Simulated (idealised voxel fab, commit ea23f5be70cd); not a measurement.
This is a process module. Its name is voxel ribs on slabs.
Pictured: cross-section cut, 165 nm wide, on a grid of 5 nm square cells.
This document writes a cross-section as a grid whose cells are square, and gives it as bands, listed from the top down; one or more rows of cells form a band.
Band: top and bottom heights (nm) first, top before bottom; then materials from left to right, widths in nm. "throughout" marks a sole material filling the band edge to edge. "empty" denotes empty space.
Note: height 0 marks the level under which the wafer is uniformly one material as received. Lowest band unbounded below, written "0..down".
Note: "30..40" means the width goes from the first number (top row of the band) to the second number (bottom row) in equal steps per row of cells.
No cell of the cross-section changed in a step that is given as "remains unaltered".
Any empty space of 8 cells or more lacking an open way to the top shows up in "Enclosed void catalog" as width x height at distance, distance from the left edge, in nm.
Formally, on a step line, whatever follows the settings is a remark that the simulator itself makes on the step.
overlay nm: how far to the right of its planned place the mask lay on this masked step (negative: to the left).
### The following list gives the planned process steps
step 1: RECEIVE [material Si]
step 2: DIRECTIONAL_DEP [material SiO2] [thk nm 20]
step 3: DIRECTIONAL_DEP [material polySi] [thk nm 20]
step 4: PATTERN [tone cover] [mask id RIB] [material resist] [width nm 15] [thk nm 15] [overlay nm 0]
step 5: DIRECTIONAL_ETCH [etch materials polySi] [depth nm 15]
step 6: STRIP [etch materials resist]
step 7: DIRECTIONAL_DEP [material aC] [thk nm 15]
step 8: PATTERN [tone cover] [mask id SLAB] [material resist] [width nm 55] [thk nm 30] [overlay nm 0]
step 9: DIRECTIONAL_ETCH [etch materials aC] [depth nm 15]
step 10: STRIP [etch materials resist]
step 11: DIRECTIONAL_ETCH [etch materials polySi] [depth nm 5]
step 12: STRIP [etch materials aC]
step 13: FILL_DEP [material SiO2] [thk nm 30]
step 14: CMP [height nm 60]
step 15: DIRECTIONAL_DEP [material W] [thk nm 5]
step 16: DIRECTIONAL_DEP [material aC] [thk nm 15]
step 17: PATTERN [tone cover] [mask id HEATER] [material resist] [width nm 25] [thk nm 35] [overlay nm 0]
step 18: DIRECTIONAL_ETCH [etch materials aC] [depth nm 15]
step 19: STRIP [etch materials resist]
step 20: DIRECTIONAL_ETCH [etch materials W] [depth nm 5]
step 21: STRIP [etch materials aC]
step 22: CONFORMAL_DEP [material SiO2] [thk nm 5]
### First wafer out of two, processed as planned
### The cross-section here shows the wafer as received, i.e. in its state after step 1
    0..down: Si throughout
    Enclosed void catalog: none
### Cross-section: wafer state after step 2
    20..0: SiO2 throughout
    Note: structure below 0 unchanged.
### Cross-section: wafer state after step 3
    40..20: polySi throughout
    Note: structure below 20 unchanged.
### Cross-section: wafer state after step 4
    55..40: empty: 75; resist: 15; empty: 75
    Note: structure below 40 unchanged.
### Cross-section: wafer state after step 5
    55..40: empty: 75; resist: 15; empty: 75
    40..25: empty: 75; polySi: 15; empty: 75
    Note: structure below 25 unchanged.
### Cross-section: wafer state after step 6
    40..25: empty: 75; polySi: 15; empty: 75
    Note: structure below 25 unchanged.
### Cross-section: wafer state after step 7
    55..40: empty: 75; aC: 15; empty: 75
    40..25: aC: 75; polySi: 15; aC: 75
    Note: structure below 25 unchanged.
### Cross-section: wafer state after step 8
    85..55: empty: 55; resist: 55; empty: 55
    55..40: empty: 55; resist: 20; aC: 15; resist: 20; empty: 55
    Note: structure below 40 unchanged.
### Cross-section: wafer state after step 9
    70..55: empty: 55; resist: 55; empty: 55
    55..40: empty: 55; resist: 20; aC: 15; resist: 20; empty: 55
    40..25: empty: 55; aC: 20; polySi: 15; aC: 20; empty: 55
    Note: structure below 25 unchanged.
### Cross-section: wafer state after step 10
    55..40: empty: 75; aC: 15; empty: 75
    Note: structure below 40 unchanged.
### Cross-section: wafer state after step 11
    55..40: empty: 75; aC: 15; empty: 75
    40..25: empty: 55; aC: 20; polySi: 15; aC: 20; empty: 55
    25..20: empty: 55; polySi: 55; empty: 55
    Note: structure below 20 unchanged.
### Cross-section: wafer state after step 12
    40..25: empty: 75; polySi: 15; empty: 75
    Note: structure below 25 unchanged.
### Cross-section: wafer state after step 13
    70..40: SiO2 throughout
    40..25: SiO2: 75; polySi: 15; SiO2: 75
    25..20: SiO2: 55; polySi: 55; SiO2: 55
    Note: structure below 20 unchanged.
### Cross-section: wafer state after step 14
    60..40: SiO2 throughout
    Note: structure below 40 unchanged.
### Cross-section: wafer state after step 15
    65..60: W throughout
    Note: structure below 60 unchanged.
### Cross-section: wafer state after step 16
    80..65: aC throughout
    Note: structure below 65 unchanged.
### Cross-section: wafer state after step 17
    115..80: empty: 70; resist: 25; empty: 70
    Note: structure below 80 unchanged.
### Cross-section: wafer state after step 18
    100..80: empty: 70; resist: 25; empty: 70
    80..65: empty: 70; aC: 25; empty: 70
    Note: structure below 65 unchanged.
### Cross-section: wafer state after step 19
    80..65: empty: 70; aC: 25; empty: 70
    Note: structure below 65 unchanged.
### Cross-section: wafer state after step 20
    80..65: empty: 70; aC: 25; empty: 70
    65..60: empty: 70; W: 25; empty: 70
    Note: structure below 60 unchanged.
### Cross-section: wafer state after step 21
    65..60: empty: 70; W: 25; empty: 70
    Note: structure below 60 unchanged.
### Cross-section: wafer state after step 22
    70..65: empty: 65; SiO2: 35; empty: 65
    65..60: SiO2: 70; W: 25; SiO2: 70
    Note: structure below 60 unchanged.
### Wafer two. Identical start, identical plan. One mistake in execution. Identical history through step 7
### Here is the second wafer in cross-section at the point where step 8 of the plan should have been done
    85..55: resist: 55; empty: 55; resist: 55
    55..40: resist: 55; empty: 20; aC: 15; empty: 20; resist: 55
    Note: structure below 40 unchanged.
### Here is the second wafer in cross-section at the point where step 9 of the plan should have been done
    70..40: resist: 55; empty: 55; resist: 55
    40..25: aC: 55; empty: 20; polySi: 15; empty: 20; aC: 55
    Note: structure below 25 unchanged.
### Here is the second wafer in cross-section at the point where step 10 of the plan should have been done
    40..25: aC: 55; empty: 20; polySi: 15; empty: 20; aC: 55
    Note: structure below 25 unchanged.
### Here is the second wafer in cross-section at the point where step 11 of the plan should have been done
    40..35: aC: 55; empty: 55; aC: 55
    35..25: aC: 55; empty: 20; polySi: 15; empty: 20; aC: 55
    25..20: polySi: 55; empty: 20; polySi: 15; empty: 20; polySi: 55
    Note: structure below 20 unchanged.
### Here is the second wafer in cross-section at the point where step 12 of the plan should have been done
    35..25: empty: 75; polySi: 15; empty: 75
    Note: structure below 25 unchanged.
### Here is the second wafer in cross-section at the point where step 13 of the plan should have been done
    65..35: SiO2 throughout
    35..25: SiO2: 75; polySi: 15; SiO2: 75
    25..20: polySi: 55; SiO2: 20; polySi: 15; SiO2: 20; polySi: 55
    Note: structure below 20 unchanged.
### Here is the second wafer in cross-section at the point where step 14 of the plan should have been done
    60..35: SiO2 throughout
    Note: structure below 35 unchanged.
### Here is the second wafer in cross-section at the point where step 15 of the plan should have been done
    65..60: W throughout
    Note: structure below 60 unchanged.
### Here is the second wafer in cross-section at the point where step 16 of the plan should have been done
    80..65: aC throughout
    Note: structure below 65 unchanged.
### Here is the second wafer in cross-section at the point where step 17 of the plan should have been done
    115..80: empty: 70; resist: 25; empty: 70
    Note: structure below 80 unchanged.
### Here is the second wafer in cross-section at the point where step 18 of the plan should have been done
    100..80: empty: 70; resist: 25; empty: 70
    80..65: empty: 70; aC: 25; empty: 70
    Note: structure below 65 unchanged.
### Here is the second wafer in cross-section at the point where step 19 of the plan should have been done
    80..65: empty: 70; aC: 25; empty: 70
    Note: structure below 65 unchanged.
### Here is the second wafer in cross-section at the point where step 20 of the plan should have been done
    80..65: empty: 70; aC: 25; empty: 70
    65..60: empty: 70; W: 25; empty: 70
    Note: structure below 60 unchanged.
### Here is the second wafer in cross-section at the point where step 21 of the plan should have been done
    65..60: empty: 70; W: 25; empty: 70
    Note: structure below 60 unchanged.
### Here is the second wafer in cross-section at the point where step 22 of the plan should have been done
    70..65: empty: 65; SiO2: 35; empty: 65
    65..60: SiO2: 70; W: 25; SiO2: 70
    Note: structure below 60 unchanged.
Want to know what went wrong? step 8 was not run as planned; what actually ran was PATTERN [tone open] [mask id SLAB] [material resist] [width nm 55] [thk nm 30] [overlay nm 0]
At the finish, the second wafer shows more or fewer cells for some materials than the first does: SiO2 -11 | polySi +11
